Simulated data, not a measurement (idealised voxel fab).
Process module under the name voxel double patterning
The cross-section shown here is cut; it is 260 nm wide and divided into square cells measuring 5 nm on a side.
In what follows, cross-sections appear as grids of square cells, described through bands that run from the top down, where every band is one or more rows of cells.
Quick guide to a band line: top height, bottom height (nm) up front; then every material left to right with its width in nm. Only one material and it's marked "all across"? Then it fills the band edge to edge. And "blank" just means empty space.
Height reference: 0 = level under which incoming wafer is all one material. Lowest band: no bottom, runs on downward, e.g. "0..down".
A width given as "30->40" starts at the first number in the band's top row and ends at the second number in its bottom row, shifting by an equal amount at every step from row to row.
A step reported as "all unchanged" is a step in which no cell of the cross-section changed.
Closed-off voids of 8+ cells (no open route to the top) go in "Enclosed void list", written width x height at distance from the left edge, in nm.
Where a step's line continues beyond its settings, the continuation is a remark by the simulator itself on that step.
"overlay nm", when on a step's line for a step with a mask, measures how far to the right of its planned place the mask lay; a negative measure means to the left.

PLANNED PROCESS STEPS
1) RECEIVE with material Si
2) CONFORMAL_DEP with material SiO2, thk nm 5
3) DIRECTIONAL_DEP with material TiN, thk nm 15
4) DIRECTIONAL_DEP with material SiCN, thk nm 10
5) MASKED_ETCH with tone open, mask id FIRST, width nm 15, pitch nm 50, etch materials SiCN, depth nm 10, overlay nm 0
6) MASKED_ETCH with tone open, mask id SECOND, width nm 15, pitch nm 50, etch materials SiCN, depth nm 10, overlay nm 0
7) DIRECTIONAL_ETCH with etch materials TiN, depth nm 15
8) STRIP with etch materials SiCN

FIRST OF TWO WAFERS, WITH THE RUN CARRIED OUT AS PLANNED

CROSS-SECTION OF THE WAFER UPON ARRIVAL, REPRESENTING THE STATE REACHED AFTER STEP 1
- 0..down = Si all across
- Enclosed void list: none

THE FOLLOWING CROSS-SECTION DEPICTS THE WAFER UPON COMPLETION OF STEP 2
- 5..0 = SiO2 all across
- below 0: unchanged

THE FOLLOWING CROSS-SECTION DEPICTS THE WAFER UPON COMPLETION OF STEP 3
- 20..5 = TiN all across
- below 5: unchanged

THE FOLLOWING CROSS-SECTION DEPICTS THE WAFER UPON COMPLETION OF STEP 4
- 30..20 = SiCN all across
- below 20: unchanged

THE FOLLOWING CROSS-SECTION DEPICTS THE WAFER UPON COMPLETION OF STEP 5
- 30..20 = 70 nm SiCN  15 nm blank  35 nm SiCN  15 nm blank  35 nm SiCN  15 nm blank  75 nm SiCN
- below 20: unchanged

THE FOLLOWING CROSS-SECTION DEPICTS THE WAFER UPON COMPLETION OF STEP 6
- 30..20 = 70 nm SiCN  15 nm blank  10 nm SiCN  15 nm blank  10 nm SiCN  15 nm blank  10 nm SiCN  15 nm blank  10 nm SiCN  15 nm blank  75 nm SiCN
- below 20: unchanged

THE FOLLOWING CROSS-SECTION DEPICTS THE WAFER UPON COMPLETION OF STEP 7
- 30..20 = 70 nm SiCN  15 nm blank  10 nm SiCN  15 nm blank  10 nm SiCN  15 nm blank  10 nm SiCN  15 nm blank  10 nm SiCN  15 nm blank  75 nm SiCN
- 20..5 = 70 nm TiN  15 nm blank  10 nm TiN  15 nm blank  10 nm TiN  15 nm blank  10 nm TiN  15 nm blank  10 nm TiN  15 nm blank  75 nm TiN
- below 5: unchanged

THE FOLLOWING CROSS-SECTION DEPICTS THE WAFER UPON COMPLETION OF STEP 8
- 20..5 = 70 nm TiN  15 nm blank  10 nm TiN  15 nm blank  10 nm TiN  15 nm blank  10 nm TiN  15 nm blank  10 nm TiN  15 nm blank  75 nm TiN
- below 5: unchanged

THE SECOND WAFER WAS PREPARED FROM THE SAME STARTING POINT AND UNDER THE SAME PLAN AS THE FIRST; ITS PROCESSING CONTAINED ONE MISTAKE, AND IT REMAINS INDISTINGUISHABLE FROM THE FIRST WAFER UP TO AND INCLUDING STEP 1

AT THE PLANNED END OF STEP 2, THE SECOND WAFER IN CROSS-SECTION
- 15..0 = TiN all across
- below 0: unchanged

AT THE PLANNED END OF STEP 3, THE SECOND WAFER IN CROSS-SECTION
- 20..15 = SiO2 all across
- below 15: unchanged

AT THE PLANNED END OF STEP 4, THE SECOND WAFER IN CROSS-SECTION
- 30..20 = SiCN all across
- below 20: unchanged

AT THE PLANNED END OF STEP 5, THE SECOND WAFER IN CROSS-SECTION
- 30..20 = 70 nm SiCN  15 nm blank  35 nm SiCN  15 nm blank  35 nm SiCN  15 nm blank  75 nm SiCN
- below 20: unchanged

AT THE PLANNED END OF STEP 6, THE SECOND WAFER IN CROSS-SECTION
- 30..20 = 70 nm SiCN  15 nm blank  10 nm SiCN  15 nm blank  10 nm SiCN  15 nm blank  10 nm SiCN  15 nm blank  10 nm SiCN  15 nm blank  75 nm SiCN
- below 20: unchanged

At the planned end of step 7, the second wafer in cross-section: all unchanged

AT THE PLANNED END OF STEP 8, THE SECOND WAFER IN CROSS-SECTION
- 20..15 = SiO2 all across
- below 15: unchanged
Here's what went sideways: the intended sequence of steps 2 and 3 was reversed during processing, with each occupying the position of the other
Upon completion, the second wafer contains, in terms of cells, a greater or smaller amount of certain materials than the first wafer: TiN +45
